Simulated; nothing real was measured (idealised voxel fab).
The process module that follows is named voxel trench capacitor.
275 nm wide, 5 nm square cells: that's cross-section cut.
If you're reading a cross-section in this doc, picture square cells in a grid; it comes to you as bands, top ones listed first down to the bottom, and a band can be one or more rows of cells. Top height, bottom height, nm. Materials left to right, width each, nm. Single material + "edge to edge" = fills band edge to edge. "blank" = empty. Heads up on the height convention: 0 is the point under which the incoming wafer is all one material, and the lowest band has no bottom, it just keeps going down, like "0 and below". Per-row width for "30 to 40": begins at first number (top row of band), ends at second number (bottom row), increment between rows held constant. Any step labelled "changes: none" changed none of the cells in the cross-section. "Sealed void inventory" specifies each empty space that is not open to the top and that occupies no fewer than 8 cells, using the form width x height at distance, the distance measured from the left edge and all three quantities in nm. Heads up: the bit after the settings on a step's line is the simulator's remark on that step. "overlay nm", when on a step's line for a step with a mask, measures how far to the right of its planned place the mask lay; a negative measure means to the left.
List of planned process steps
1. RECEIVE [material Si]
2. CONFORMAL_DEP [material SiN] [thk nm 10]
3. DIRECTIONAL_DEP [material aC] [thk nm 10]
4. PATTERN [tone open] [mask id TRENCH] [material resist] [width nm 25] [pitch nm 40] [thk nm 25] [overlay nm 0]
5. DIRECTIONAL_ETCH [etch materials aC] [depth nm 10]
6. STRIP [etch materials resist]
7. DIRECTIONAL_ETCH [etch materials SiN] [depth nm 10]
8. DIRECTIONAL_ETCH [etch materials Si] [depth nm 30]
9. STRIP [etch materials aC]
10. CONFORMAL_DEP [material HfO2] [thk nm 5]
11. CONFORMAL_DEP [material TiN] [thk nm 5]
12. FILL_DEP [material W] [thk nm 10]
13. CMP [height nm 10]
Here's what the wafer looked like in cross-section when it arrived - that's after step 1
- 0 and below = Si edge to edge
- Sealed void inventory: none
End state of the module in cross-section, given the above starting point and plan and one mistake in execution
- 15 down to 10 = HfO2 (110), then TiN (5), then W (5), then TiN (5), then HfO2 (25), then TiN (5), then W (5), then TiN (5), then HfO2 (110)
- 10 down to 0 = SiN (105), then HfO2 (5), then TiN (5), then W (5), then TiN (5), then HfO2 (5), then SiN (15), then HfO2 (5), then TiN (5), then W (5), then TiN (5), then HfO2 (5), then SiN (105)
- 0 down to -20 = Si (105), then HfO2 (5), then TiN (5), then W (5), then TiN (5), then HfO2 (5), then Si (15), then HfO2 (5), then TiN (5), then W (5), then TiN (5), then HfO2 (5), then Si (105)
- -20 down to -25 = Si (105), then HfO2 (5), then TiN (15), then HfO2 (5), then Si (15), then HfO2 (5), then TiN (15), then HfO2 (5), then Si (105)
- -25 down to -30 = Si (105), then HfO2 (25), then Si (15), then HfO2 (25), then Si (105)
- -30 and below = Si edge to edge
- Sealed void inventory: none
Which mistake was made when the wafer was run? step 13 ran with different settings than intended, the actual operation and settings being CMP [height nm 15]
